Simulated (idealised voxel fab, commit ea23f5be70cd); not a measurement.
voxel gate over fins: a process module
Section shown: cut. Width: 160 nm. Cell size: 5 nm, square.
A cross-section in this document is a grid of square cells, and it is written down as bands, the top band listed before the ones below it; a band is made up of one or more rows of cells.
Each band's line starts with the height of the band's top and of its bottom, in nm. Then come its materials from left to right, each with its width in nm. One material with "full width" fills the band from edge to edge. "empty" is empty space.
Measure heights from 0. That's the level where, below it, the as-received wafer is all one material. The lowest band is bottomless and extends downward; write it as in "0..down".
Read "30->40" as a graded width: first number on top, second number at the bottom, same change between each pair of neighbouring rows.
When a step is marked "no alterations made", none of the cells in the cross-section changed during that step.
The entry "Trapped cavities" lists the empty spaces that cover at least 8 cells and have no open path to the top. Each is written as width x height at distance, where the distance is measured from the left edge and all three values are in nm.
The remark found on a step's line after its settings is issued by the simulator itself and pertains to that step.
overlay nm, on a step with a mask: how far to the right of its planned place the mask lay; to the left if negative
Structure of the following material. The material consists of pairs of cross-sections. Each pair comprises the cross-section before one process step and the cross-section after that step, the latter shown only down to the lowest band that changed. The step between the cross-sections is specified beneath each pair, including its settings. Pairs are not necessarily consecutive: they may derive from different runs of this module performed on the same starting wafer. Continuity with the pair above is to be assumed only where the entry headed "Before this step" of the pair in question states it.
-- Before this step
- 20..15 = TiN: 45 / empty: 10 / TiN: 45 / empty: 10 / TiN: 45 / empty: 5
- 15..10 = TiN: 5 / TiAl: 35 / TiN: 5 / empty: 10 / TiN: 5 / TiAl: 35 / TiN: 5 / empty: 10 / TiN: 5 / TiAl: 35 / TiN: 5 / empty: 5
- 10..5 = TiN: 5 / TiAl: 5 / TiN: 25 / TiAl: 5 / TiN: 5 / empty: 10 / TiN: 5 / TiAl: 5 / TiN: 25 / TiAl: 5 / TiN: 5 / empty: 10 / TiN: 5 / TiAl: 5 / TiN: 25 / TiAl: 5 / TiN: 5 / empty: 5
- 5..0 = TiN: 5 / TiAl: 5 / TiN: 5 / HfO2: 15 / TiN: 5 / TiAl: 5 / TiN: 5 / empty: 10 / TiN: 5 / TiAl: 5 / TiN: 5 / HfO2: 15 / TiN: 5 / TiAl: 5 / TiN: 5 / empty: 10 / TiN: 5 / TiAl: 5 / TiN: 5 / HfO2: 15 / TiN: 5 / TiAl: 5 / TiN: 5 / empty: 5
- 0..-5 = TiN: 5 / TiAl: 5 / TiN: 5 / HfO2: 5 / Si: 5 / HfO2: 5 / TiN: 5 / TiAl: 5 / TiN: 20 / TiAl: 5 / TiN: 5 / HfO2: 5 / Si: 5 / HfO2: 5 / TiN: 5 / TiAl: 5 / TiN: 5 / empty: 10 / TiN: 5 / TiAl: 5 / TiN: 5 / HfO2: 5 / Si: 5 / HfO2: 5 / TiN: 5 / TiAl: 5 / TiN: 5 / empty: 5
- -5..-10 = TiN: 5 / TiAl: 5 / TiN: 5 / HfO2: 5 / Si: 5 / HfO2: 5 / TiN: 5 / TiAl: 30 / TiN: 5 / HfO2: 5 / Si: 5 / HfO2: 5 / TiN: 5 / TiAl: 5 / TiN: 5 / empty: 10 / TiN: 5 / TiAl: 5 / TiN: 5 / HfO2: 5 / Si: 5 / HfO2: 5 / TiN: 5 / TiAl: 5 / TiN: 5 / empty: 5
- -10..-15 = TiN: 5 / TiAl: 5 / TiN: 5 / HfO2: 5 / Si: 5 / HfO2: 5 / TiN: 40 / HfO2: 5 / Si: 5 / HfO2: 5 / TiN: 5 / TiAl: 5 / TiN: 5 / empty: 10 / TiN: 5 / TiAl: 5 / TiN: 5 / HfO2: 5 / Si: 5 / HfO2: 5 / TiN: 5 / TiAl: 5 / TiN: 5 / empty: 5
- -15..-20 = TiN: 5 / TiAl: 5 / TiN: 5 / HfO2: 5 / Si: 5 / HfO2: 5 / TiN: 5 / HfO2: 25 / TiN: 10 / HfO2: 5 / Si: 5 / HfO2: 5 / TiN: 5 / TiAl: 5 / TiN: 20 / TiAl: 5 / TiN: 5 / HfO2: 5 / Si: 5 / HfO2: 5 / TiN: 5 / TiAl: 5 / TiN: 10
- -20..-25 = TiAl: 10 / TiN: 5 / HfO2: 5 / Si: 5 / HfO2: 5 / TiN: 5 / HfO2: 5 / TiN: 5 / W: 5 / TiN: 5 / HfO2: 5 / TiN: 10 / HfO2: 5 / Si: 5 / HfO2: 5 / TiN: 5 / TiAl: 30 / TiN: 5 / HfO2: 5 / Si: 5 / HfO2: 5 / TiN: 5 / TiAl: 15
- -25..-30 = TiN: 15 / HfO2: 5 / Si: 5 / HfO2: 5 / TiN: 5 / HfO2: 5 / TiN: 15 / HfO2: 5 / TiN: 10 / HfO2: 5 / Si: 5 / HfO2: 5 / TiN: 40 / HfO2: 5 / Si: 5 / HfO2: 5 / TiN: 20
- -30..-35 = HfO2: 20 / Si: 5 / HfO2: 20 / SiO2: 5 / HfO2: 25 / Si: 5 / HfO2: 50 / Si: 5 / HfO2: 25
- -35..-40 = SiO2: 20 / Si: 5 / SiO2: 50 / Si: 5 / SiO2: 50 / Si: 5 / SiO2: 25
- -40..down = Si full width
- Trapped cavities: none
-- Post-Step Cross-Section
- 35..20 = W full width
- 20..15 = TiN: 45 / W: 10 / TiN: 45 / W: 10 / TiN: 45 / W: 5
- 15..10 = TiN: 5 / TiAl: 35 / TiN: 5 / W: 10 / TiN: 5 / TiAl: 35 / TiN: 5 / W: 10 / TiN: 5 / TiAl: 35 / TiN: 5 / W: 5
- 10..5 = TiN: 5 / TiAl: 5 / TiN: 25 / TiAl: 5 / TiN: 5 / W: 10 / TiN: 5 / TiAl: 5 / TiN: 25 / TiAl: 5 / TiN: 5 / W: 10 / TiN: 5 / TiAl: 5 / TiN: 25 / TiAl: 5 / TiN: 5 / W: 5
- 5..0 = TiN: 5 / TiAl: 5 / TiN: 5 / HfO2: 15 / TiN: 5 / TiAl: 5 / TiN: 5 / W: 10 / TiN: 5 / TiAl: 5 / TiN: 5 / HfO2: 15 / TiN: 5 / TiAl: 5 / TiN: 5 / W: 10 / TiN: 5 / TiAl: 5 / TiN: 5 / HfO2: 15 / TiN: 5 / TiAl: 5 / TiN: 5 / W: 5
- 0..-5 = TiN: 5 / TiAl: 5 / TiN: 5 / HfO2: 5 / Si: 5 / HfO2: 5 / TiN: 5 / TiAl: 5 / TiN: 20 / TiAl: 5 / TiN: 5 / HfO2: 5 / Si: 5 / HfO2: 5 / TiN: 5 / TiAl: 5 / TiN: 5 / W: 10 / TiN: 5 / TiAl: 5 / TiN: 5 / HfO2: 5 / Si: 5 / HfO2: 5 / TiN: 5 / TiAl: 5 / TiN: 5 / W: 5
- -5..-10 = TiN: 5 / TiAl: 5 / TiN: 5 / HfO2: 5 / Si: 5 / HfO2: 5 / TiN: 5 / TiAl: 30 / TiN: 5 / HfO2: 5 / Si: 5 / HfO2: 5 / TiN: 5 / TiAl: 5 / TiN: 5 / W: 10 / TiN: 5 / TiAl: 5 / TiN: 5 / HfO2: 5 / Si: 5 / HfO2: 5 / TiN: 5 / TiAl: 5 / TiN: 5 / W: 5
- -10..-15 = TiN: 5 / TiAl: 5 / TiN: 5 / HfO2: 5 / Si: 5 / HfO2: 5 / TiN: 40 / HfO2: 5 / Si: 5 / HfO2: 5 / TiN: 5 / TiAl: 5 / TiN: 5 / W: 10 / TiN: 5 / TiAl: 5 / TiN: 5 / HfO2: 5 / Si: 5 / HfO2: 5 / TiN: 5 / TiAl: 5 / TiN: 5 / W: 5
- below -15: unchanged
- Trapped cavities: none
Between the two cross-sections shown above lies FILL_DEP,material W,thk nm 15
Before this step: the pre-step structure is the one depicted after the step in the pair just above.
-- Post-Step Cross-Section
- 30..20 = W full width
- below 20: unchanged
- Trapped cavities: none
Between the two cross-sections shown above lies CMP,height nm 30
Before this step: the pre-step structure is the one depicted after the step in the pair just above.
-- Post-Step Cross-Section
- 40..30 = SiN full width
- below 30: unchanged
- Trapped cavities: none
Between the two cross-sections shown above lies CONFORMAL_DEP,material SiN,thk nm 10
-- Before this step
- 0..-15 = empty: 20 / Si: 5 / empty: 50 / Si: 5 / empty: 50 / Si: 5 / empty: 25
- -15..-20 = SiO2: 20 / Si: 5 / SiO2: 50 / Si: 5 / SiO2: 50 / Si: 5 / SiO2: 25
- -20..-25 = SiO2: 20 / Si: 5 / SiO2: 15 / TiN: 5 / W: 5 / TiN: 5 / SiO2: 20 / Si: 5 / SiO2: 50 / Si: 5 / SiO2: 25
- -25..-30 = SiO2: 20 / Si: 5 / SiO2: 15 / TiN: 15 / SiO2: 20 / Si: 5 / SiO2: 50 / Si: 5 / SiO2: 25
- -30..-40 = SiO2: 20 / Si: 5 / SiO2: 50 / Si: 5 / SiO2: 50 / Si: 5 / SiO2: 25
- -40..down = Si full width
- Trapped cavities: none
-- Post-Step Cross-Section
- 5..0 = empty: 15 / TiN: 15 / empty: 40 / TiN: 15 / empty: 40 / TiN: 15 / empty: 20
- 0..-10 = empty: 15 / TiN: 5 / Si: 5 / TiN: 5 / empty: 40 / TiN: 5 / Si: 5 / TiN: 5 / empty: 40 / TiN: 5 / Si: 5 / TiN: 5 / empty: 20
- -10..-15 = TiN: 20 / Si: 5 / TiN: 50 / Si: 5 / TiN: 50 / Si: 5 / TiN: 25
- below -15: unchanged
- Trapped cavities: none
Between the two cross-sections shown above lies CONFORMAL_DEP,material TiN,thk nm 5
Before this step: the pre-step structure is the one depicted after the step in the pair just above.
-- Post-Step Cross-Section
- 10..5 = empty: 10 / HfO2: 25 / empty: 30 / HfO2: 25 / empty: 30 / HfO2: 25 / empty: 15
- 5..0 = empty: 10 / HfO2: 5 / TiN: 15 / HfO2: 5 / empty: 30 / HfO2: 5 / TiN: 15 / HfO2: 5 / empty: 30 / HfO2: 5 / TiN: 15 / HfO2: 5 / empty: 15
- 0..-5 = empty: 10 / HfO2: 5 / TiN: 5 / Si: 5 / TiN: 5 / HfO2: 5 / empty: 30 / HfO2: 5 / TiN: 5 / Si: 5 / TiN: 5 / HfO2: 5 / empty: 30 / HfO2: 5 / TiN: 5 / Si: 5 / TiN: 5 / HfO2: 5 / empty: 15
- -5..-10 = HfO2: 15 / TiN: 5 / Si: 5 / TiN: 5 / HfO2: 40 / TiN: 5 / Si: 5 / TiN: 5 / HfO2: 40 / TiN: 5 / Si: 5 / TiN: 5 / HfO2: 20
- below -10: unchanged
- Trapped cavities: none
Between the two cross-sections shown above lies CONFORMAL_DEP,material HfO2,thk nm 5
Before this step: the pre-step structure is the one depicted after the step in the pair just above.
-- Post-Step Cross-Section
- 15..10 = empty: 5 / TiAl: 35 / empty: 20 / TiAl: 35 / empty: 20 / TiAl: 35 / empty: 10
- 10..5 = empty: 5 / TiAl: 5 / HfO2: 25 / TiAl: 5 / empty: 20 / TiAl: 5 / HfO2: 25 / TiAl: 5 / empty: 20 / TiAl: 5 / HfO2: 25 / TiAl: 5 / empty: 10
- 5..0 = empty: 5 / TiAl: 5 / HfO2: 5 / TiN: 15 / HfO2: 5 / TiAl: 5 / empty: 20 / TiAl: 5 / HfO2: 5 / TiN: 15 / HfO2: 5 / TiAl: 5 / empty: 20 / TiAl: 5 / HfO2: 5 / TiN: 15 / HfO2: 5 / TiAl: 5 / empty: 10
- 0..-5 = TiAl: 10 / HfO2: 5 / TiN: 5 / Si: 5 / TiN: 5 / HfO2: 5 / TiAl: 30 / HfO2: 5 / TiN: 5 / Si: 5 / TiN: 5 / HfO2: 5 / TiAl: 30 / HfO2: 5 / TiN: 5 / Si: 5 / TiN: 5 / HfO2: 5 / TiAl: 15
- below -5: unchanged
- Trapped cavities: none
Between the two cross-sections shown above lies CONFORMAL_DEP,material TiAl,thk nm 5
Before this step: the pre-step structure is the one depicted after the step in the pair just above.
-- Post-Step Cross-Section
- 20..15 = TiN: 45 / empty: 10 / TiN: 45 / empty: 10 / TiN: 45 / empty: 5
- 15..10 = TiN: 5 / TiAl: 35 / TiN: 5 / empty: 10 / TiN: 5 / TiAl: 35 / TiN: 5 / empty: 10 / TiN: 5 / TiAl: 35 / TiN: 5 / empty: 5
- 10..5 = TiN: 5 / TiAl: 5 / HfO2: 25 / TiAl: 5 / TiN: 5 / empty: 10 / TiN: 5 / TiAl: 5 / HfO2: 25 / TiAl: 5 / TiN: 5 / empty: 10 / TiN: 5 / TiAl: 5 / HfO2: 25 / TiAl: 5 / TiN: 5 / empty: 5
- 5..0 = TiN: 5 / TiAl: 5 / HfO2: 5 / TiN: 15 / HfO2: 5 / TiAl: 5 / TiN: 20 / TiAl: 5 / HfO2: 5 / TiN: 15 / HfO2: 5 / TiAl: 5 / TiN: 20 / TiAl: 5 / HfO2: 5 / TiN: 15 / HfO2: 5 / TiAl: 5 / TiN: 10
- below 0: unchanged
- Trapped cavities: none
Between the two cross-sections shown above lies CONFORMAL_DEP,material TiN,thk nm 5
Before this step: the pre-step structure is the one depicted after the step in the pair just above.
-- Post-Step Cross-Section
- 35..20 = W full width
- 20..15 = TiN: 45 / W: 10 / TiN: 45 / W: 10 / TiN: 45 / W: 5
- 15..10 = TiN: 5 / TiAl: 35 / TiN: 5 / W: 10 / TiN: 5 / TiAl: 35 / TiN: 5 / W: 10 / TiN: 5 / TiAl: 35 / TiN: 5 / W: 5
- 10..5 = TiN: 5 / TiAl: 5 / HfO2: 25 / TiAl: 5 / TiN: 5 / W: 10 / TiN: 5 / TiAl: 5 / HfO2: 25 / TiAl: 5 / TiN: 5 / W: 10 / TiN: 5 / TiAl: 5 / HfO2: 25 / TiAl: 5 / TiN: 5 / W: 5
- below 5: unchanged
- Trapped cavities: none
Between the two cross-sections shown above lies FILL_DEP,material W,thk nm 15
Before this step: the pre-step structure is the one depicted after the step in the pair just above.
-- Post-Step Cross-Section
- 30..20 = W full width
- below 20: unchanged
- Trapped cavities: none
Between the two cross-sections shown above lies CMP,height nm 30
Before this step: the pre-step structure is the one depicted after the step in the pair just above.
-- Post-Step Cross-Section
- 40..30 = SiN full width
- below 30: unchanged
- Trapped cavities: none
Between the two cross-sections shown above lies CONFORMAL_DEP,material SiN,thk nm 10
-- Before this step
- 0..-15 = empty: 20 / Si: 5 / empty: 50 / Si: 5 / empty: 50 / Si: 5 / empty: 25
- -15..-20 = SiO2: 20 / Si: 5 / SiO2: 50 / Si: 5 / SiO2: 50 / Si: 5 / SiO2: 25
- -20..-25 = SiO2: 20 / Si: 5 / SiO2: 15 / TiN: 5 / W: 5 / TiN: 5 / SiO2: 20 / Si: 5 / SiO2: 50 / Si: 5 / SiO2: 25
- -25..-30 = SiO2: 20 / Si: 5 / SiO2: 15 / TiN: 15 / SiO2: 20 / Si: 5 / SiO2: 50 / Si: 5 / SiO2: 25
- -30..-40 = SiO2: 20 / Si: 5 / SiO2: 50 / Si: 5 / SiO2: 50 / Si: 5 / SiO2: 25
- -40..down = Si full width
- Trapped cavities: none
-- Post-Step Cross-Section
- 15..0 = empty: 5 / HfO2: 35 / empty: 20 / HfO2: 35 / empty: 20 / HfO2: 35 / empty: 10
- 0..-15 = HfO2: 20 / Si: 5 / HfO2: 50 / Si: 5 / HfO2: 50 / Si: 5 / HfO2: 25
- below -15: unchanged
- Trapped cavities: none
Between the two cross-sections shown above lies CONFORMAL_DEP,material HfO2,thk nm 15
Before this step: the pre-step structure is the one depicted after the step in the pair just above.
-- Post-Step Cross-Section
- 20..15 = TiN: 45 / empty: 10 / TiN: 45 / empty: 10 / TiN: 45 / empty: 5
- 15..5 = TiN: 5 / HfO2: 35 / TiN: 5 / empty: 10 / TiN: 5 / HfO2: 35 / TiN: 5 / empty: 10 / TiN: 5 / HfO2: 35 / TiN: 5 / empty: 5
- 5..0 = TiN: 5 / HfO2: 35 / TiN: 20 / HfO2: 35 / TiN: 20 / HfO2: 35 / TiN: 10
- below 0: unchanged
- Trapped cavities: none
Between the two cross-sections shown above lies CONFORMAL_DEP,material TiN,thk nm 5
Before this step: the pre-step structure is the one depicted after the step in the pair just above.
-- Post-Step Cross-Section
- 25..20 = TiAl full width
- 20..15 = TiN: 45 / TiAl: 10 / TiN: 45 / TiAl: 10 / TiN: 45 / TiAl: 5
- 15..5 = TiN: 5 / HfO2: 35 / TiN: 5 / TiAl: 10 / TiN: 5 / HfO2: 35 / TiN: 5 / TiAl: 10 / TiN: 5 / HfO2: 35 / TiN: 5 / TiAl: 5
- below 5: unchanged
- Trapped cavities: none
Between the two cross-sections shown above lies CONFORMAL_DEP,material TiAl,thk nm 5
Before this step: the pre-step structure is the one depicted after the step in the pair just above.
-- Post-Step Cross-Section
- 30..25 = TiN full width
- below 25: unchanged
- Trapped cavities: none
Between the two cross-sections shown above lies CONFORMAL_DEP,material TiN,thk nm 5
Before this step: the pre-step structure is the one depicted after the step in the pair just above.
-- Post-Step Cross-Section
- 45..30 = W full width
- below 30: unchanged
- Trapped cavities: none
Between the two cross-sections shown above lies FILL_DEP,material W,thk nm 15
Before this step: the pre-step structure is the one depicted after the step in the pair just above.
-- Post-Step Cross-Section
- 30..25 = TiN full width
- below 25: unchanged
- Trapped cavities: none
Between the two cross-sections shown above lies CMP,height nm 30
Before this step: the pre-step structure is the one depicted after the step in the pair just above.
-- Post-Step Cross-Section
- 40..30 = SiN full width
- below 30: unchanged
- Trapped cavities: none
Between the two cross-sections shown above lies CONFORMAL_DEP,material SiN,thk nm 10
-- Before this step
- 5..0 = SiO2: 15 / SiN: 15 / SiO2: 40 / SiN: 15 / SiO2: 40 / SiN: 15 / SiO2: 20
- 0..-40 = SiO2: 20 / Si: 5 / SiO2: 50 / Si: 5 / SiO2: 50 / Si: 5 / SiO2: 25
- -40..down = Si full width
- Trapped cavities: none
-- Post-Step Cross-Section
- 20..5 = resist: 40 / empty: 20 / resist: 100
- below 5: unchanged
- Trapped cavities: none
Between the two cross-sections shown above lies PATTERN,tone open,mask id RAIL,material resist,width nm 20,thk nm 15,overlay nm 0
Before this step: the pre-step structure is the one depicted after the step in the pair just above.
-- Post-Step Cross-Section
- 20..5 = resist: 40 / empty: 20 / resist: 100
- 5..0 = SiO2: 15 / SiN: 15 / SiO2: 10 / empty: 20 / SiO2: 10 / SiN: 15 / SiO2: 40 / SiN: 15 / SiO2: 20
- 0..-30 = SiO2: 20 / Si: 5 / SiO2: 15 / empty: 20 / SiO2: 15 / Si: 5 / SiO2: 50 / Si: 5 / SiO2: 25
- below -30: unchanged
- Trapped cavities: none
Between the two cross-sections shown above lies DIRECTIONAL_ETCH,etch materials SiO2,depth nm 35
Before this step: the pre-step structure is the one depicted after the step in the pair just above.
-- Post-Step Cross-Section
- 5..0 = SiO2: 15 / SiN: 15 / SiO2: 10 / empty: 20 / SiO2: 10 / SiN: 15 / SiO2: 40 / SiN: 15 / SiO2: 20
- below 0: unchanged
- Trapped cavities: none
Between the two cross-sections shown above lies STRIP,etch materials resist
Before this step: the pre-step structure is the one depicted after the step in the pair just above.
-- Post-Step Cross-Section
- 10..5 = TiN: 45 / empty: 10 / TiN: 105
- 5..0 = SiO2: 15 / SiN: 15 / SiO2: 10 / TiN: 5 / empty: 10 / TiN: 5 / SiO2: 10 / SiN: 15 / SiO2: 40 / SiN: 15 / SiO2: 20
- 0..-25 = SiO2: 20 / Si: 5 / SiO2: 15 / TiN: 5 / empty: 10 / TiN: 5 / SiO2: 15 / Si: 5 / SiO2: 50 / Si: 5 / SiO2: 25
- -25..-30 = SiO2: 20 / Si: 5 / SiO2: 15 / TiN: 20 / SiO2: 15 / Si: 5 / SiO2: 50 / Si: 5 / SiO2: 25
- below -30: unchanged
- Trapped cavities: none
Between the two cross-sections shown above lies CONFORMAL_DEP,material TiN,thk nm 5
Before this step: the pre-step structure is the one depicted after the step in the pair just above.
-- Post-Step Cross-Section
- 20..10 = W full width
- 10..5 = TiN: 45 / W: 10 / TiN: 105
- 5..0 = SiO2: 15 / SiN: 15 / SiO2: 10 / TiN: 5 / W: 10 / TiN: 5 / SiO2: 10 / SiN: 15 / SiO2: 40 / SiN: 15 / SiO2: 20
- 0..-25 = SiO2: 20 / Si: 5 / SiO2: 15 / TiN: 5 / W: 10 / TiN: 5 / SiO2: 15 / Si: 5 / SiO2: 50 / Si: 5 / SiO2: 25
- below -25: unchanged
- Trapped cavities: none
Between the two cross-sections shown above lies FILL_DEP,material W,thk nm 10
Before this step: the pre-step structure is the one depicted after the step in the pair just above.
-- Post-Step Cross-Section
- 5..0 = SiO2: 15 / SiN: 15 / SiO2: 10 / TiN: 5 / W: 10 / TiN: 5 / SiO2: 10 / SiN: 15 / SiO2: 40 / SiN: 15 / SiO2: 20
- below 0: unchanged
- Trapped cavities: none
Between the two cross-sections shown above lies CMP,height nm 5
Before this step: the pre-step structure is the one depicted after the step in the pair just above.
-- Post-Step Cross-Section
- 5..0 = SiO2: 15 / SiN: 15 / SiO2: 10 / empty: 20 / SiO2: 10 / SiN: 15 / SiO2: 40 / SiN: 15 / SiO2: 20
- 0..-20 = SiO2: 20 / Si: 5 / SiO2: 15 / empty: 20 / SiO2: 15 / Si: 5 / SiO2: 50 / Si: 5 / SiO2: 25
- below -20: unchanged
- Trapped cavities: none
Between the two cross-sections shown above lies SELECTIVE_ETCH,etch materials W Ru TiN,depth nm 25
Before this step: the pre-step structure is the one depicted after the step in the pair just above.
-- Post-Step Cross-Section
- 10..5 = SiO2 full width
- 5..0 = SiO2: 15 / SiN: 15 / SiO2: 40 / SiN: 15 / SiO2: 40 / SiN: 15 / SiO2: 20
- 0..-20 = SiO2: 20 / Si: 5 / SiO2: 50 / Si: 5 / SiO2: 50 / Si: 5 / SiO2: 25
- below -20: unchanged
- Trapped cavities: none
Between the two cross-sections shown above lies FILL_DEP,material SiO2,thk nm 5
Before this step: the pre-step structure is the one depicted after the step in the pair just above.
-- Post-Step Cross-Section
- 5..0 = SiO2: 15 / SiN: 15 / SiO2: 40 / SiN: 15 / SiO2: 40 / SiN: 15 / SiO2: 20
- below 0: unchanged
- Trapped cavities: none
Between the two cross-sections shown above lies CMP,height nm 5
Before this step: the pre-step structure is the one depicted after the step in the pair just above.
-- Post-Step Cross-Section
- 5..0 = empty: 15 / SiN: 15 / empty: 40 / SiN: 15 / empty: 40 / SiN: 15 / empty: 20
- 0..-15 = empty: 20 / Si: 5 / empty: 50 / Si: 5 / empty: 50 / Si: 5 / empty: 25
- below -15: unchanged
- Trapped cavities: none
Between the two cross-sections shown above lies SELECTIVE_ETCH,etch materials SiO2,depth nm 20
Before this step: the pre-step structure is the one depicted after the step in the pair just above.
-- Post-Step Cross-Section
- 0..-15 = empty: 20 / Si: 5 / empty: 50 / Si: 5 / empty: 50 / Si: 5 / empty: 25
- below -15: unchanged
- Trapped cavities: none
Between the two cross-sections shown above lies STRIP,etch materials SiN
Before this step: the pre-step structure is the one depicted after the step in the pair just above.
-- Post-Step Cross-Section
- 5..0 = empty: 15 / HfO2: 15 / empty: 40 / HfO2: 15 / empty: 40 / HfO2: 15 / empty: 20
- 0..-10 = empty: 15 / HfO2: 5 / Si: 5 / HfO2: 5 / empty: 40 / HfO2: 5 / Si: 5 / HfO2: 5 / empty: 40 / HfO2: 5 / Si: 5 / HfO2: 5 / empty: 20
- -10..-15 = HfO2: 20 / Si: 5 / HfO2: 50 / Si: 5 / HfO2: 50 / Si: 5 / HfO2: 25
- below -15: unchanged
- Trapped cavities: none
Between the two cross-sections shown above lies CONFORMAL_DEP,material HfO2,thk nm 5
Before this step: the pre-step structure is the one depicted after the step in the pair just above.
-- Post-Step Cross-Section
- 10..5 = empty: 10 / TiN: 25 / empty: 30 / TiN: 25 / empty: 30 / TiN: 25 / empty: 15
- 5..0 = empty: 10 / TiN: 5 / HfO2: 15 / TiN: 5 / empty: 30 / TiN: 5 / HfO2: 15 / TiN: 5 / empty: 30 / TiN: 5 / HfO2: 15 / TiN: 5 / empty: 15
- 0..-5 = empty: 10 / TiN: 5 / HfO2: 5 / Si: 5 / HfO2: 5 / TiN: 5 / empty: 30 / TiN: 5 / HfO2: 5 / Si: 5 / HfO2: 5 / TiN: 5 / empty: 30 / TiN: 5 / HfO2: 5 / Si: 5 / HfO2: 5 / TiN: 5 / empty: 15
- -5..-10 = TiN: 15 / HfO2: 5 / Si: 5 / HfO2: 5 / TiN: 40 / HfO2: 5 / Si: 5 / HfO2: 5 / TiN: 40 / HfO2: 5 / Si: 5 / HfO2: 5 / TiN: 20
- below -10: unchanged
- Trapped cavities: none
Between the two cross-sections shown above lies CONFORMAL_DEP,material TiN,thk nm 5
Before this step: the pre-step structure is the one depicted after the step in the pair just above.
-- Post-Step Cross-Section
- 15..10 = empty: 5 / TiAl: 35 / empty: 20 / TiAl: 35 / empty: 20 / TiAl: 35 / empty: 10
- 10..5 = empty: 5 / TiAl: 5 / TiN: 25 / TiAl: 5 / empty: 20 / TiAl: 5 / TiN: 25 / TiAl: 5 / empty: 20 / TiAl: 5 / TiN: 25 / TiAl: 5 / empty: 10
- 5..0 = empty: 5 / TiAl: 5 / TiN: 5 / HfO2: 15 / TiN: 5 / TiAl: 5 / empty: 20 / TiAl: 5 / TiN: 5 / HfO2: 15 / TiN: 5 / TiAl: 5 / empty: 20 / TiAl: 5 / TiN: 5 / HfO2: 15 / TiN: 5 / TiAl: 5 / empty: 10
- 0..-5 = TiAl: 10 / TiN: 5 / HfO2: 5 / Si: 5 / HfO2: 5 / TiN: 5 / TiAl: 30 / TiN: 5 / HfO2: 5 / Si: 5 / HfO2: 5 / TiN: 5 / TiAl: 30 / TiN: 5 / HfO2: 5 / Si: 5 / HfO2: 5 / TiN: 5 / TiAl: 15
- below -5: unchanged
- Trapped cavities: none
Between the two cross-sections shown above lies CONFORMAL_DEP,material TiAl,thk nm 5
Before this step: the pre-step structure is the one depicted after the step in the pair just above.
-- Post-Step Cross-Section
- 20..15 = TiN: 45 / empty: 10 / TiN: 45 / empty: 10 / TiN: 45 / empty: 5
- 15..10 = TiN: 5 / TiAl: 35 / TiN: 5 / empty: 10 / TiN: 5 / TiAl: 35 / TiN: 5 / empty: 10 / TiN: 5 / TiAl: 35 / TiN: 5 / empty: 5
- 10..5 = TiN: 5 / TiAl: 5 / TiN: 25 / TiAl: 5 / TiN: 5 / empty: 10 / TiN: 5 / TiAl: 5 / TiN: 25 / TiAl: 5 / TiN: 5 / empty: 10 / TiN: 5 / TiAl: 5 / TiN: 25 / TiAl: 5 / TiN: 5 / empty: 5
- 5..0 = TiN: 5 / TiAl: 5 / TiN: 5 / HfO2: 15 / TiN: 5 / TiAl: 5 / TiN: 20 / TiAl: 5 / TiN: 5 / HfO2: 15 / TiN: 5 / TiAl: 5 / TiN: 20 / TiAl: 5 / TiN: 5 / HfO2: 15 / TiN: 5 / TiAl: 5 / TiN: 10
- below 0: unchanged
- Trapped cavities: none
Between the two cross-sections shown above lies CONFORMAL_DEP,material TiN,thk nm 5
Before this step: the pre-step structure is the one depicted after the step in the pair just above.
-- Post-Step Cross-Section
- 35..20 = W full width
- 20..15 = TiN: 45 / W: 10 / TiN: 45 / W: 10 / TiN: 45 / W: 5
- 15..10 = TiN: 5 / TiAl: 35 / TiN: 5 / W: 10 / TiN: 5 / TiAl: 35 / TiN: 5 / W: 10 / TiN: 5 / TiAl: 35 / TiN: 5 / W: 5
- 10..5 = TiN: 5 / TiAl: 5 / TiN: 25 / TiAl: 5 / TiN: 5 / W: 10 / TiN: 5 / TiAl: 5 / TiN: 25 / TiAl: 5 / TiN: 5 / W: 10 / TiN: 5 / TiAl: 5 / TiN: 25 / TiAl: 5 / TiN: 5 / W: 5
- below 5: unchanged
- Trapped cavities: none
Between the two cross-sections shown above lies FILL_DEP,material W,thk nm 15
Before this step: the pre-step structure is the one depicted after the step in the pair just above.
-- Post-Step Cross-Section
- 30..20 = W full width
- below 20: unchanged
- Trapped cavities: none
Between the two cross-sections shown above lies CMP,height nm 30
Before this step: the pre-step structure is the one depicted after the step in the pair just above.
-- Post-Step Cross-Section
- 40..30 = SiN full width
- below 30: unchanged
- Trapped cavities: none
Between the two cross-sections shown above lies CONFORMAL_DEP,material SiN,thk nm 10
-- Before this step
- 5..0 = SiN full width
- 0..down = Si full width
- Trapped cavities: none
-- Post-Step Cross-Section
- 5..0 = empty: 20 / SiN: 15 / empty: 40 / SiN: 15 / empty: 40 / SiN: 15 / empty: 15
- below 0: unchanged
- Trapped cavities: none
Between the two cross-sections shown above lies MASKED_ETCH,tone cover,mask id FINS,width nm 15,pitch nm 55,etch materials SiN,depth nm 5,overlay nm 5
Before this step: the pre-step structure is the one depicted after the step in the pair just above.
-- Post-Step Cross-Section
- 5..0 = empty: 20 / SiN: 15 / empty: 40 / SiN: 15 / empty: 40 / SiN: 15 / empty: 15
- 0..-35 = empty: 15 / Si: 20 / empty: 35 / Si: 20 / empty: 35 / Si: 20 / empty: 15
- below -35: unchanged
- Trapped cavities: none
Between the two cross-sections shown above lies MASKED_ETCH,tone cover,mask id FINS,width nm 15,pitch nm 55,etch materials Si,depth nm 35,overlay nm 0
Before this step: the pre-step structure is the one depicted after the step in the pair just above.
-- Post-Step Cross-Section
- 5..0 = empty: 20 / SiN: 15 / empty: 40 / SiN: 15 / empty: 40 / SiN: 15 / empty: 15
- 0..-5 = empty: 15 / SiO2: 10 / Si: 5 / SiO2: 5 / empty: 35 / SiO2: 10 / Si: 5 / SiO2: 5 / empty: 35 / SiO2: 10 / Si: 5 / SiO2: 5 / empty: 15
- -5..-35 = empty: 15 / SiO2: 5 / Si: 10 / SiO2: 5 / empty: 35 / SiO2: 5 / Si: 10 / SiO2: 5 / empty: 35 / SiO2: 5 / Si: 10 / SiO2: 5 / empty: 15
- -35..-40 = SiO2: 20 / Si: 10 / SiO2: 45 / Si: 10 / SiO2: 45 / Si: 10 / SiO2: 20
- below -40: unchanged
- Trapped cavities: none
Between the two cross-sections shown above lies OXIDIZE,depth nm 5
Before this step: the pre-step structure is the one depicted after the step in the pair just above.
-- Post-Step Cross-Section
- 10..5 = SiO2 full width
- 5..0 = SiO2: 20 / SiN: 15 / SiO2: 40 / SiN: 15 / SiO2: 40 / SiN: 15 / SiO2: 15
- 0..-5 = SiO2: 25 / Si: 5 / SiO2: 50 / Si: 5 / SiO2: 50 / Si: 5 / SiO2: 20
- -5..-40 = SiO2: 20 / Si: 10 / SiO2: 45 / Si: 10 / SiO2: 45 / Si: 10 / SiO2: 20
- below -40: unchanged
- Trapped cavities: none
Between the two cross-sections shown above lies FILL_DEP,material SiO2,thk nm 5
